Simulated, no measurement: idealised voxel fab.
process module | voxel tone inversion
cross-section cut | 175 nm wide | cells 5 nm
A cross-section is a grid of square cells, given in bands from the top down. A band is one or more rows of cells.
Each band's line starts with the height of the band's top and of its bottom, in nm. Then come its materials from left to right, each with its width in nm. One material with "throughout" fills the band from edge to edge. "air" is empty space.
Height 0 is the level under which the wafer as received is all one material. The lowest band goes on downwards, as in "0 down".
A width such as "30 to 40" changes by the same amount from each row of cells to the next, from the band's top row to its bottom row.
"no change" after a step means that no cell of the cross-section changed.
closed voids: empty space of 8 cells or more with no open way to the top, each as width x height at its distance from the left edge, in nm
after a step's settings: what the simulator itself notes on the step
overlay nm, on a step with a mask: how far to the right of its planned place the mask lay; to the left if negative
plan
1 op RECEIVE | material Si
2 op CONFORMAL_DEP | material SiCN | thk nm 10
3 op DIRECTIONAL_DEP | material polySi | thk nm 25
4 op PATTERN | tone cover | mask id POSTS | material resist | width nm 25 | pitch nm 50 | thk nm 35 | overlay nm -10
5 op DIRECTIONAL_ETCH | etch materials polySi | depth nm 25
6 op STRIP | etch materials resist
7 op FILL_DEP | material SiO2 | thk nm 10
8 op CMP | height nm 35
9 op STRIP | etch materials polySi
10 op CONFORMAL_DEP | material TiN | thk nm 5
11 op FILL_DEP | material Cu | thk nm 10
12 op CMP | height nm 35
13 op CONFORMAL_DEP | material SiCN | thk nm 5
varied across the wafers: overlay nm of step 4. The plan shows the first wafer's value. All wafers start alike
first wafer as received, after step 1
  0 down: Si throughout
  closed voids: none
each wafer at the end: cells of each material gained (+) or lost (-) since it was received, then its closed voids
overlay nm -10 | +36 Cu | +105 SiCN | +100 SiO2 | +39 TiN | closed voids: none
overlay nm -5 | +36 Cu | +105 SiCN | +100 SiO2 | +39 TiN | closed voids: none
overlay nm 0 | +36 Cu | +105 SiCN | +100 SiO2 | +39 TiN | closed voids: none
overlay nm 5 | +36 Cu | +105 SiCN | +100 SiO2 | +39 TiN | closed voids: none
overlay nm 10 | +36 Cu | +105 SiCN | +100 SiO2 | +39 TiN | closed voids: none
